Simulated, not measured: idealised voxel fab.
Title: Process Module voxel released beams
FYI the section here is cut, 200 nm wide, cells are 5 nm squares.
Cross-section spec: square-cell grid; bands listed top down; each band is one or more rows.
In this notation a band is specified by the heights of its top and bottom, in that order and in nm, after which its materials appear from left to right, each paired with its width in nm. The word "throughout" attached to a single material means that material fills the band from edge to edge; the word "empty" stands for empty space.
Basically, 0 is our baseline, since under it the wafer straight out of the box is all one material. The bottom band has no lower end and keeps on going down, so it looks like "0 nm and below".
Width spec "30..40" -> top row of cells at first value, bottom row at second value, equal per-row change in between.
"same as before" (step): cross-section cells unchanged, all of them.
Under "Enclosed void inventory" you'll find the enclosed gaps, the ones with no way out to the top, that are 8 cells or bigger; each reads width x height at distance, with distance counted from the left edge, everything in nm.
Step line, after settings: the simulator's comment on this step.
overlay nm: right-of-plan distance of the mask on a masked step; negative values mean left-of-plan.
Process steps - plan:
1. op RECEIVE | material Si
2. op CONFORMAL_DEP | material Al2O3 | thk nm 10
3. op DIRECTIONAL_DEP | material SiO2 | thk nm 20
4. op MASKED_ETCH | tone open | mask id ANCHOR | width nm 25 | etch materials SiO2 | depth nm 20 | overlay nm 0
5. op CONFORMAL_DEP | material polySi | thk nm 10
6. op MASKED_ETCH | tone cover | mask id BEAM | width nm 75 | etch materials polySi | depth nm 10 | overlay nm 0
7. op STRIP | etch materials SiO2
So this is the incoming wafer in cross-section - it's already been through step 1:
* 0 nm and below  Si throughout
* Enclosed void inventory: none
The module was run from the start shown above using the plan shown above, but one mistake was made doing it; the resulting wafer cross-section is below:
* 20 nm to 10 nm  empty 60, polySi 75, empty 65
* 10 nm to 0 nm  Al2O3 throughout
* 0 nm and below  Si throughout
* Enclosed void inventory: none
Plan not followed: step 3 of the plan never got run, it was skipped over
